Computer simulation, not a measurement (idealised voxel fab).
Presented below is a process module, voxel transistor to metal.
Displayed cross-section: cut, width of 195 nm, square cells sized 5 nm.
Cross-section layout: square cells on a grid; listed as bands, top to bottom; a band spans one or more cell rows. First you get the band's top height and its bottom height, in nm, and then the materials it's made of, left to right, with each width in nm. If you see a single material with "all across", that one covers the band edge to edge. "air" is empty space. Beneath 0, the wafer as received is one material, and that level is where height counting begins. The lowest band goes on downward without a bottom; it is written like "0 down". Read "30..40" as a graded width: first number on top, second number at the bottom, same change between each pair of neighbouring rows. "no modifications" -> step changed no cross-section cell. You'll see "Closed void listing" listing empty spaces that have no way open to the top, as long as they're 8 cells or more; the notation is width x height at distance, where the distance is from the left edge, and all of it is in nm. Anything after a step's settings on that line? It's the simulator's own note about the step. A step line may carry the setting "overlay nm", which, for steps involving a mask, states the distance by which the mask lay to the right of its intended position; negative values denote displacement to the left.
## The planned process steps are enumerated hereunder
| 1 | RECEIVE (material Si) |
| 2 | CONFORMAL_DEP (material SiO2; thk nm 5) |
| 3 | CONFORMAL_DEP (material SiN; thk nm 15) |
| 4 | PATTERN (tone cover; mask id ACTIVE; material resist; width nm 115; thk nm 15; overlay nm 0) |
| 5 | DIRECTIONAL_ETCH (etch materials SiN; depth nm 15) |
| 6 | DIRECTIONAL_ETCH (etch materials SiO2; depth nm 5) |
| 7 | DIRECTIONAL_ETCH (etch materials Si; depth nm 35) |
| 8 | STRIP (etch materials resist) |
| 9 | OXIDIZE (depth nm 5) |
| 10 | FILL_DEP (material SiO2; thk nm 5) |
| 11 | CMP (height nm 20) |
| 12 | SELECTIVE_ETCH (etch materials SiO2; depth nm 10) |
| 13 | STRIP (etch materials SiN) |
| 14 | SELECTIVE_ETCH (etch materials SiO2; depth nm 5) |
| 15 | OXIDIZE (depth nm 5) |
| 16 | DIRECTIONAL_DEP (material polySi; thk nm 30) |
| 17 | DIRECTIONAL_DEP (material SiCN; thk nm 15) |
| 18 | PATTERN (tone cover; mask id GATE; material resist; width nm 35; thk nm 15; overlay nm 0) |
| 19 | DIRECTIONAL_ETCH (etch materials SiCN; depth nm 25) |
| 20 | DIRECTIONAL_ETCH (etch materials polySi; depth nm 40) |
| 21 | STRIP (etch materials resist) |
| 22 | CONFORMAL_DEP (material SiN; thk nm 5) |
| 23 | DIRECTIONAL_ETCH (etch materials SiN; depth nm 5) |
| 24 | DIRECTIONAL_ETCH (etch materials SiO2; depth nm 5) |
| 25 | DIRECTIONAL_ETCH (etch materials Si; depth nm 15) |
| 26 | EPI (material nSi; thk nm 20) |
| 27 | FILL_DEP (material SiO2; thk nm 5) |
| 28 | CMP (height nm 30) |
| 29 | STRIP (etch materials polySi) |
| 30 | SELECTIVE_ETCH (etch materials SiO2; depth nm 5) |
| 31 | CONFORMAL_DEP (material HfO2; thk nm 5) |
| 32 | CONFORMAL_DEP (material TiN; thk nm 5) |
| 33 | FILL_DEP (material W; thk nm 10) |
| 34 | CMP (height nm 25) |
| 35 | DIRECTIONAL_DEP (material SiO2; thk nm 15) |
| 36 | DIRECTIONAL_DEP (material aC; thk nm 15) |
| 37 | PATTERN (tone open; mask id CONTACT; material resist; width nm 15; pitch nm 90; thk nm 35; overlay nm 0) |
| 38 | DIRECTIONAL_ETCH (etch materials aC; depth nm 15) |
| 39 | STRIP (etch materials resist) |
| 40 | DIRECTIONAL_ETCH (etch materials SiO2; depth nm 40) |
| 41 | STRIP (etch materials aC) |
| 42 | CONFORMAL_DEP (material TiN; thk nm 5) |
| 43 | FILL_DEP (material W; thk nm 5) |
| 44 | CMP (height nm 40) |
| 45 | CONFORMAL_DEP (material SiCN; thk nm 5) |
| 46 | DIRECTIONAL_DEP (material SiO2; thk nm 20) |
| 47 | PATTERN (tone open; mask id METAL_1; material resist; width nm 15; pitch nm 90; thk nm 20; overlay nm 0) |
| 48 | DIRECTIONAL_ETCH (etch materials SiO2; depth nm 20) |
| 49 | DIRECTIONAL_ETCH (etch materials SiCN; depth nm 5) |
| 50 | STRIP (etch materials resist) |
| 51 | CONFORMAL_DEP (material TiN; thk nm 5) |
| 52 | FILL_DEP (material Cu; thk nm 10) |
| 53 | CMP (height nm 65) |
| 54 | EPI (material Ru; thk nm 5) |
| 55 | FILL_DEP (material SiCN; thk nm 5) |
| 56 | DIRECTIONAL_DEP (material SiO2; thk nm 25) |
| 57 | PATTERN (tone open; mask id METAL_2; material resist; width nm 15; pitch nm 90; thk nm 20; overlay nm 0) |
| 58 | DIRECTIONAL_ETCH (etch materials SiO2; depth nm 15) |
| 59 | STRIP (etch materials resist) |
| 60 | MASKED_ETCH (tone open; mask id METAL_2_HOLES; width nm 15; pitch nm 90; etch materials SiO2; depth nm 10; overlay nm 0) |
| 61 | MASKED_ETCH (tone open; mask id METAL_2_HOLES; width nm 15; pitch nm 90; etch materials SiCN; depth nm 5; overlay nm 0) |
| 62 | CONFORMAL_DEP (material TiN; thk nm 5) |
| 63 | FILL_DEP (material Cu; thk nm 10) |
| 64 | CMP (height nm 100) |
| 65 | CONFORMAL_DEP (material SiN; thk nm 5) |
## First of the two wafers, run per plan
## Wafer cross-section on receipt, i.e. after step 1
* 0 down | Si all across
* Closed void listing: none
## State of the wafer after step 2, shown in cross-section
* 5 to 0 | SiO2 all across
* Note: structure below 0 unchanged.
## State of the wafer after step 3, shown in cross-section
* 20 to 5 | SiN all across
* Note: structure below 5 unchanged.
## State of the wafer after step 4, shown in cross-section
* 35 to 20 | air (40); resist (115); air (40)
* Note: structure below 20 unchanged.
## State of the wafer after step 5, shown in cross-section
* 35 to 20 | air (40); resist (115); air (40)
* 20 to 5 | air (40); SiN (115); air (40)
* Note: structure below 5 unchanged.
## State of the wafer after step 6, shown in cross-section
* 35 to 20 | air (40); resist (115); air (40)
* 20 to 5 | air (40); SiN (115); air (40)
* 5 to 0 | air (40); SiO2 (115); air (40)
* Note: structure below 0 unchanged.
## State of the wafer after step 7, shown in cross-section
* 35 to 20 | air (40); resist (115); air (40)
* 20 to 5 | air (40); SiN (115); air (40)
* 5 to 0 | air (40); SiO2 (115); air (40)
* 0 to -35 | air (40); Si (115); air (40)
* Note: structure below -35 unchanged.
## State of the wafer after step 8, shown in cross-section
* 20 to 5 | air (40); SiN (115); air (40)
* Note: structure below 5 unchanged.
## State of the wafer after step 9, shown in cross-section
* 20 to 5 | air (40); SiN (115); air (40)
* 5 to 0 | air (40); SiO2 (115); air (40)
* 0 to -35 | air (40); SiO2 (5); Si (105); SiO2 (5); air (40)
* -35 to -40 | SiO2 (45); Si (105); SiO2 (45)
* Note: structure below -40 unchanged.
## State of the wafer after step 10, shown in cross-section
* 25 to 20 | SiO2 all across
* 20 to 5 | SiO2 (40); SiN (115); SiO2 (40)
* 5 to 0 | SiO2 all across
* 0 to -40 | SiO2 (45); Si (105); SiO2 (45)
* Note: structure below -40 unchanged.
## State of the wafer after step 11, shown in cross-section
* 20 to 5 | SiO2 (40); SiN (115); SiO2 (40)
* Note: structure below 5 unchanged.
## State of the wafer after step 12, shown in cross-section
* 20 to 10 | air (40); SiN (115); air (40)
* Note: structure below 10 unchanged.
## State of the wafer after step 13, shown in cross-section
* 10 to 5 | SiO2 (40); air (115); SiO2 (40)
* Note: structure below 5 unchanged.
## State of the wafer after step 14, shown in cross-section
* 5 to 0 | SiO2 (35); air (125); SiO2 (35)
* Note: structure below 0 unchanged.
## State of the wafer after step 15, shown in cross-section
* 5 to 0 | SiO2 (35); air (125); SiO2 (35)
* 0 to -5 | SiO2 all across
* Note: structure below -5 unchanged.
## State of the wafer after step 16, shown in cross-section
* 35 to 30 | polySi (35); air (125); polySi (35)
* 30 to 5 | polySi all across
* 5 to 0 | SiO2 (35); polySi (125); SiO2 (35)
* Note: structure below 0 unchanged.
## State of the wafer after step 17, shown in cross-section
* 50 to 45 | SiCN (35); air (125); SiCN (35)
* 45 to 35 | SiCN all across
* 35 to 30 | polySi (35); SiCN (125); polySi (35)
* Note: structure below 30 unchanged.
## State of the wafer after step 18, shown in cross-section
* 65 to 50 | air (80); resist (35); air (80)
* 50 to 45 | SiCN (35); air (45); resist (35); air (45); SiCN (35)
* Note: structure below 45 unchanged.
## State of the wafer after step 19, shown in cross-section
* 65 to 45 | air (80); resist (35); air (80)
* 45 to 35 | air (80); SiCN (35); air (80)
* 35 to 30 | polySi (35); air (45); SiCN (35); air (45); polySi (35)
* Note: structure below 30 unchanged.
## State of the wafer after step 20, shown in cross-section
* 65 to 45 | air (80); resist (35); air (80)
* 45 to 30 | air (80); SiCN (35); air (80)
* 30 to 5 | air (80); polySi (35); air (80)
* 5 to 0 | SiO2 (35); air (45); polySi (35); air (45); SiO2 (35)
* Note: structure below 0 unchanged.
## State of the wafer after step 21, shown in cross-section
* 45 to 30 | air (80); SiCN (35); air (80)
* Note: structure below 30 unchanged.
## State of the wafer after step 22, shown in cross-section
* 50 to 45 | air (75); SiN (45); air (75)
* 45 to 30 | air (75); SiN (5); SiCN (35); SiN (5); air (75)
* 30 to 10 | air (75); SiN (5); polySi (35); SiN (5); air (75)
* 10 to 5 | SiN (40); air (35); SiN (5); polySi (35); SiN (5); air (35); SiN (40)
* 5 to 0 | SiO2 (35); SiN (45); polySi (35); SiN (45); SiO2 (35)
* Note: structure below 0 unchanged.
## State of the wafer after step 23, shown in cross-section
* 45 to 30 | air (75); SiN (5); SiCN (35); SiN (5); air (75)
* 30 to 5 | air (75); SiN (5); polySi (35); SiN (5); air (75)
* 5 to 0 | SiO2 (35); SiN (5); air (35); SiN (5); polySi (35); SiN (5); air (35); SiN (5); SiO2 (35)
* Note: structure below 0 unchanged.
## State of the wafer after step 24, shown in cross-section
* 45 to 30 | air (75); SiN (5); SiCN (35); SiN (5); air (75)
* 30 to 5 | air (75); SiN (5); polySi (35); SiN (5); air (75)
* 5 to 0 | air (35); SiN (5); air (35); SiN (5); polySi (35); SiN (5); air (35); SiN (5); air (35)
* 0 to -5 | SiO2 (40); air (35); SiO2 (45); air (35); SiO2 (40)
* Note: structure below -5 unchanged.
## State of the wafer after step 25, shown in cross-section
* 45 to 30 | air (75); SiN (5); SiCN (35); SiN (5); air (75)
* 30 to 5 | air (75); SiN (5); polySi (35); SiN (5); air (75)
* 5 to 0 | air (35); SiN (5); air (35); SiN (5); polySi (35); SiN (5); air (35); SiN (5); air (35)
* 0 to -5 | SiO2 (40); air (35); SiO2 (45); air (35); SiO2 (40)
* -5 to -20 | SiO2 (45); air (30); Si (45); air (30); SiO2 (45)
* Note: structure below -20 unchanged.
## State of the wafer after step 26, shown in cross-section
* 45 to 30 | air (75); SiN (5); SiCN (35); SiN (5); air (75)
* 30 to 15 | air (75); SiN (5); polySi (35); SiN (5); air (75)
* 15 to 5 | air (55); nSi (20); SiN (5); polySi (35); SiN (5); nSi (20); air (55)
* 5 to 0 | air (35); SiN (5); air (15); nSi (20); SiN (5); polySi (35); SiN (5); nSi (20); air (15); SiN (5); air (35)
* 0 to -5 | SiO2 (40); nSi (35); SiO2 (45); nSi (35); SiO2 (40)
* -5 to -20 | SiO2 (45); nSi (30); Si (45); nSi (30); SiO2 (45)
* Note: structure below -20 unchanged.
## State of the wafer after step 27, shown in cross-section
* 50 to 45 | SiO2 all across
* 45 to 30 | SiO2 (75); SiN (5); SiCN (35); SiN (5); SiO2 (75)
* 30 to 15 | SiO2 (75); SiN (5); polySi (35); SiN (5); SiO2 (75)
* 15 to 5 | SiO2 (55); nSi (20); SiN (5); polySi (35); SiN (5); nSi (20); SiO2 (55)
* 5 to 0 | SiO2 (35); SiN (5); SiO2 (15); nSi (20); SiN (5); polySi (35); SiN (5); nSi (20); SiO2 (15); SiN (5); SiO2 (35)
* Note: structure below 0 unchanged.
## State of the wafer after step 28, shown in cross-section
* 30 to 15 | SiO2 (75); SiN (5); polySi (35); SiN (5); SiO2 (75)
* Note: structure below 15 unchanged.
## State of the wafer after step 29, shown in cross-section
* 30 to 15 | SiO2 (75); SiN (5); air (35); SiN (5); SiO2 (75)
* 15 to 5 | SiO2 (55); nSi (20); SiN (5); air (35); SiN (5); nSi (20); SiO2 (55)
* 5 to 0 | SiO2 (35); SiN (5); SiO2 (15); nSi (20); SiN (5); air (35); SiN (5); nSi (20); SiO2 (15); SiN (5); SiO2 (35)
* Note: structure below 0 unchanged.
## State of the wafer after step 30, shown in cross-section
* 30 to 25 | air (75); SiN (5); air (35); SiN (5); air (75)
* 25 to 15 | SiO2 (75); SiN (5); air (35); SiN (5); SiO2 (75)
* 15 to 5 | SiO2 (55); nSi (20); SiN (5); air (35); SiN (5); nSi (20); SiO2 (55)
* 5 to 0 | SiO2 (35); SiN (5); SiO2 (15); nSi (20); SiN (5); air (35); SiN (5); nSi (20); SiO2 (15); SiN (5); SiO2 (35)
* 0 to -5 | SiO2 (40); nSi (35); air (45); nSi (35); SiO2 (40)
* Note: structure below -5 unchanged.
## State of the wafer after step 31, shown in cross-section
* 35 to 30 | air (70); HfO2 (15); air (25); HfO2 (15); air (70)
* 30 to 25 | HfO2 (75); SiN (5); HfO2 (5); air (25); HfO2 (5); SiN (5); HfO2 (75)
* 25 to 15 | SiO2 (75); SiN (5); HfO2 (5); air (25); HfO2 (5); SiN (5); SiO2 (75)
* 15 to 5 | SiO2 (55); nSi (20); SiN (5); HfO2 (5); air (25); HfO2 (5); SiN (5); nSi (20); SiO2 (55)
* 5 to 0 | SiO2 (35); SiN (5); SiO2 (15); nSi (20); SiN (5); HfO2 (5); air (25); HfO2 (5); SiN (5); nSi (20); SiO2 (15); SiN (5); SiO2 (35)
* 0 to -5 | SiO2 (40); nSi (35); HfO2 (45); nSi (35); SiO2 (40)
* Note: structure below -5 unchanged.
## State of the wafer after step 32, shown in cross-section
* 40 to 35 | air (65); TiN (25); air (15); TiN (25); air (65)
* 35 to 30 | TiN (70); HfO2 (15); TiN (5); air (15); TiN (5); HfO2 (15); TiN (70)
* 30 to 25 | HfO2 (75); SiN (5); HfO2 (5); TiN (5); air (15); TiN (5); HfO2 (5); SiN (5); HfO2 (75)
* 25 to 15 | SiO2 (75); SiN (5); HfO2 (5); TiN (5); air (15); TiN (5); HfO2 (5); SiN (5); SiO2 (75)
* 15 to 5 | SiO2 (55); nSi (20); SiN (5); HfO2 (5); TiN (5); air (15); TiN (5); HfO2 (5); SiN (5); nSi (20); SiO2 (55)
* 5 to 0 | SiO2 (35); SiN (5); SiO2 (15); nSi (20); SiN (5); HfO2 (5); TiN (25); HfO2 (5); SiN (5); nSi (20); SiO2 (15); SiN (5); SiO2 (35)
* Note: structure below 0 unchanged.
## State of the wafer after step 33, shown in cross-section
* 50 to 40 | W all across
* 40 to 35 | W (65); TiN (25); W (15); TiN (25); W (65)
* 35 to 30 | TiN (70); HfO2 (15); TiN (5); W (15); TiN (5); HfO2 (15); TiN (70)
* 30 to 25 | HfO2 (75); SiN (5); HfO2 (5); TiN (5); W (15); TiN (5); HfO2 (5); SiN (5); HfO2 (75)
* 25 to 15 | SiO2 (75); SiN (5); HfO2 (5); TiN (5); W (15); TiN (5); HfO2 (5); SiN (5); SiO2 (75)
* 15 to 5 | SiO2 (55); nSi (20); SiN (5); HfO2 (5); TiN (5); W (15); TiN (5); HfO2 (5); SiN (5); nSi (20); SiO2 (55)
* Note: structure below 5 unchanged.
## State of the wafer after step 34, shown in cross-section
* 25 to 15 | SiO2 (75); SiN (5); HfO2 (5); TiN (5); W (15); TiN (5); HfO2 (5); SiN (5); SiO2 (75)
* Note: structure below 15 unchanged.
## State of the wafer after step 35, shown in cross-section
* 40 to 25 | SiO2 all across
* Note: structure below 25 unchanged.
## State of the wafer after step 36, shown in cross-section
* 55 to 40 | aC all across
* Note: structure below 40 unchanged.
## State of the wafer after step 37, shown in cross-section
* 90 to 55 | resist (45); air (15); resist (75); air (15); resist (45)
* Note: structure below 55 unchanged.
## State of the wafer after step 38, shown in cross-section
* 75 to 55 | resist (45); air (15); resist (75); air (15); resist (45)
* 55 to 40 | aC (45); air (15); aC (75); air (15); aC (45)
* Note: structure below 40 unchanged.
## State of the wafer after step 39, shown in cross-section
* 55 to 40 | aC (45); air (15); aC (75); air (15); aC (45)
* Note: structure below 40 unchanged.
## State of the wafer after step 40, shown in cross-section
* 55 to 40 | aC (45); air (15); aC (75); air (15); aC (45)
* 40 to 25 | SiO2 (45); air (15); SiO2 (75); air (15); SiO2 (45)
* 25 to 15 | SiO2 (45); air (15); SiO2 (15); SiN (5); HfO2 (5); TiN (5); W (15); TiN (5); HfO2 (5); SiN (5); SiO2 (15); air (15); SiO2 (45)
* 15 to 5 | SiO2 (45); air (10); nSi (20); SiN (5); HfO2 (5); TiN (5); W (15); TiN (5); HfO2 (5); SiN (5); nSi (20); air (10); SiO2 (45)
* 5 to 0 | SiO2 (35); SiN (5); SiO2 (5); air (10); nSi (20); SiN (5); HfO2 (5); TiN (25); HfO2 (5); SiN (5); nSi (20); air (10); SiO2 (5); SiN (5); SiO2 (35)
* Note: structure below 0 unchanged.
## State of the wafer after step 41, shown in cross-section
* 40 to 25 | SiO2 (45); air (15); SiO2 (75); air (15); SiO2 (45)
* Note: structure below 25 unchanged.
## State of the wafer after step 42, shown in cross-section
* 45 to 40 | TiN (50); air (5); TiN (85); air (5); TiN (50)
* 40 to 25 | SiO2 (45); TiN (5); air (5); TiN (5); SiO2 (75); TiN (5); air (5); TiN (5); SiO2 (45)
* 25 to 20 | SiO2 (45); TiN (5); air (5); TiN (5); SiO2 (15); SiN (5); HfO2 (5); TiN (5); W (15); TiN (5); HfO2 (5); SiN (5); SiO2 (15); TiN (5); air (5); TiN (5); SiO2 (45)
* 20 to 15 | SiO2 (45); TiN (15); SiO2 (15); SiN (5); HfO2 (5); TiN (5); W (15); TiN (5); HfO2 (5); SiN (5); SiO2 (15); TiN (15); SiO2 (45)
* 15 to 5 | SiO2 (45); TiN (10); nSi (20); SiN (5); HfO2 (5); TiN (5); W (15); TiN (5); HfO2 (5); SiN (5); nSi (20); TiN (10); SiO2 (45)
* 5 to 0 | SiO2 (35); SiN (5); SiO2 (5); TiN (10); nSi (20); SiN (5); HfO2 (5); TiN (25); HfO2 (5); SiN (5); nSi (20); TiN (10); SiO2 (5); SiN (5); SiO2 (35)
* Note: structure below 0 unchanged.
## State of the wafer after step 43, shown in cross-section
* 50 to 45 | W all across
* 45 to 40 | TiN (50); W (5); TiN (85); W (5); TiN (50)
* 40 to 25 | SiO2 (45); TiN (5); W (5); TiN (5); SiO2 (75); TiN (5); W (5); TiN (5); SiO2 (45)
* 25 to 20 | SiO2 (45); TiN (5); W (5); TiN (5); SiO2 (15); SiN (5); HfO2 (5); TiN (5); W (15); TiN (5); HfO2 (5); SiN (5); SiO2 (15); TiN (5); W (5); TiN (5); SiO2 (45)
* Note: structure below 20 unchanged.
## State of the wafer after step 44, shown in cross-section
* 40 to 25 | SiO2 (45); TiN (5); W (5); TiN (5); SiO2 (75); TiN (5); W (5); TiN (5); SiO2 (45)
* Note: structure below 25 unchanged.
## State of the wafer after step 45, shown in cross-section
* 45 to 40 | SiCN all across
* Note: structure below 40 unchanged.
## State of the wafer after step 46, shown in cross-section
* 65 to 45 | SiO2 all across
* Note: structure below 45 unchanged.
## State of the wafer after step 47, shown in cross-section
* 85 to 65 | resist (45); air (15); resist (75); air (15); resist (45)
* Note: structure below 65 unchanged.
## State of the wafer after step 48, shown in cross-section
* 85 to 65 | resist (45); air (15); resist (75); air (15); resist (45)
* 65 to 45 | SiO2 (45); air (15); SiO2 (75); air (15); SiO2 (45)
* Note: structure below 45 unchanged.
## State of the wafer after step 49, shown in cross-section
* 85 to 65 | resist (45); air (15); resist (75); air (15); resist (45)
* 65 to 45 | SiO2 (45); air (15); SiO2 (75); air (15); SiO2 (45)
* 45 to 40 | SiCN (45); air (15); SiCN (75); air (15); SiCN (45)
* Note: structure below 40 unchanged.
## State of the wafer after step 50, shown in cross-section
* 65 to 45 | SiO2 (45); air (15); SiO2 (75); air (15); SiO2 (45)
* Note: structure below 45 unchanged.
## State of the wafer after step 51, shown in cross-section
* 70 to 65 | TiN (50); air (5); TiN (85); air (5); TiN (50)
* 65 to 45 | SiO2 (45); TiN (5); air (5); TiN (5); SiO2 (75); TiN (5); air (5); TiN (5); SiO2 (45)
* 45 to 40 | SiCN (45); TiN (15); SiCN (75); TiN (15); SiCN (45)
* Note: structure below 40 unchanged.
## State of the wafer after step 52, shown in cross-section
* 80 to 70 | Cu all across
* 70 to 65 | TiN (50); Cu (5); TiN (85); Cu (5); TiN (50)
* 65 to 45 | SiO2 (45); TiN (5); Cu (5); TiN (5); SiO2 (75); TiN (5); Cu (5); TiN (5); SiO2 (45)
* Note: structure below 45 unchanged.
## State of the wafer after step 53, shown in cross-section
* 65 to 45 | SiO2 (45); TiN (5); Cu (5); TiN (5); SiO2 (75); TiN (5); Cu (5); TiN (5); SiO2 (45)
* Note: structure below 45 unchanged.
## State of the wafer after step 54, shown in cross-section
* 70 to 65 | air (40); Ru (25); air (65); Ru (25); air (40)
* Note: structure below 65 unchanged.
## State of the wafer after step 55, shown in cross-section
* 75 to 70 | SiCN all across
* 70 to 65 | SiCN (40); Ru (25); SiCN (65); Ru (25); SiCN (40)
* Note: structure below 65 unchanged.
## State of the wafer after step 56, shown in cross-section
* 100 to 75 | SiO2 all across
* Note: structure below 75 unchanged.
## State of the wafer after step 57, shown in cross-section
* 120 to 100 | resist (45); air (15); resist (75); air (15); resist (45)
* Note: structure below 100 unchanged.
## State of the wafer after step 58, shown in cross-section
* 120 to 100 | resist (45); air (15); resist (75); air (15); resist (45)
* 100 to 85 | SiO2 (45); air (15); SiO2 (75); air (15); SiO2 (45)
* Note: structure below 85 unchanged.
## State of the wafer after step 59, shown in cross-section
* 100 to 85 | SiO2 (45); air (15); SiO2 (75); air (15); SiO2 (45)
* Note: structure below 85 unchanged.
## State of the wafer after step 60, shown in cross-section
* 100 to 75 | SiO2 (45); air (15); SiO2 (75); air (15); SiO2 (45)
* Note: structure below 75 unchanged.
## State of the wafer after step 61, shown in cross-section
* 100 to 75 | SiO2 (45); air (15); SiO2 (75); air (15); SiO2 (45)
* 75 to 70 | SiCN (45); air (15); SiCN (75); air (15); SiCN (45)
* Note: structure below 70 unchanged.
## State of the wafer after step 62, shown in cross-section
* 105 to 100 | TiN (50); air (5); TiN (85); air (5); TiN (50)
* 100 to 75 | SiO2 (45); TiN (5); air (5); TiN (5); SiO2 (75); TiN (5); air (5); TiN (5); SiO2 (45)
* 75 to 70 | SiCN (45); TiN (15); SiCN (75); TiN (15); SiCN (45)
* Note: structure below 70 unchanged.
## State of the wafer after step 63, shown in cross-section
* 115 to 105 | Cu all across
* 105 to 100 | TiN (50); Cu (5); TiN (85); Cu (5); TiN (50)
* 100 to 75 | SiO2 (45); TiN (5); Cu (5); TiN (5); SiO2 (75); TiN (5); Cu (5); TiN (5); SiO2 (45)
* Note: structure below 75 unchanged.
## State of the wafer after step 64, shown in cross-section
* 100 to 75 | SiO2 (45); TiN (5); Cu (5); TiN (5); SiO2 (75); TiN (5); Cu (5); TiN (5); SiO2 (45)
* Note: structure below 75 unchanged.
## State of the wafer after step 65, shown in cross-section
* 105 to 100 | SiN all across
* Note: structure below 100 unchanged.
## second wafer: like start, like plan, one mistake. Through step 54 it matches the first wafer
## X-section, second wafer, when step 55 was due to finish
* 75 to 70 | aC all across
* 70 to 65 | aC (40); Ru (25); aC (65); Ru (25); aC (40)
* Note: structure below 65 unchanged.
## X-section, second wafer, when step 56 was due to finish
* 100 to 75 | SiO2 all across
* Note: structure below 75 unchanged.
## X-section, second wafer, when step 57 was due to finish
* 120 to 100 | resist (45); air (15); resist (75); air (15); resist (45)
* Note: structure below 100 unchanged.
## X-section, second wafer, when step 58 was due to finish
* 120 to 100 | resist (45); air (15); resist (75); air (15); resist (45)
* 100 to 85 | SiO2 (45); air (15); SiO2 (75); air (15); SiO2 (45)
* Note: structure below 85 unchanged.
## X-section, second wafer, when step 59 was due to finish
* 100 to 85 | SiO2 (45); air (15); SiO2 (75); air (15); SiO2 (45)
* Note: structure below 85 unchanged.
## X-section, second wafer, when step 60 was due to finish
* 100 to 75 | SiO2 (45); air (15); SiO2 (75); air (15); SiO2 (45)
* Note: structure below 75 unchanged.
X-section, second wafer, when step 61 was due to finish: no modifications
## X-section, second wafer, when step 62 was due to finish
* 105 to 100 | TiN (50); air (5); TiN (85); air (5); TiN (50)
* 100 to 80 | SiO2 (45); TiN (5); air (5); TiN (5); SiO2 (75); TiN (5); air (5); TiN (5); SiO2 (45)
* 80 to 75 | SiO2 (45); TiN (15); SiO2 (75); TiN (15); SiO2 (45)
* Note: structure below 75 unchanged.
## X-section, second wafer, when step 63 was due to finish
* 115 to 105 | Cu all across
* 105 to 100 | TiN (50); Cu (5); TiN (85); Cu (5); TiN (50)
* 100 to 80 | SiO2 (45); TiN (5); Cu (5); TiN (5); SiO2 (75); TiN (5); Cu (5); TiN (5); SiO2 (45)
* Note: structure below 80 unchanged.
## X-section, second wafer, when step 64 was due to finish
* 100 to 80 | SiO2 (45); TiN (5); Cu (5); TiN (5); SiO2 (75); TiN (5); Cu (5); TiN (5); SiO2 (45)
* Note: structure below 80 unchanged.
## X-section, second wafer, when step 65 was due to finish
* 105 to 100 | SiN all across
* Note: structure below 100 unchanged.
Processing error: step 55 deviated from plan and actually ran as FILL_DEP (material aC; thk nm 5)
Wafer comparison, final, in cells, second relative to first, materials more or fewer: Cu: 2 fewer | SiCN: 62 fewer | TiN: 4 fewer | aC: 68 more
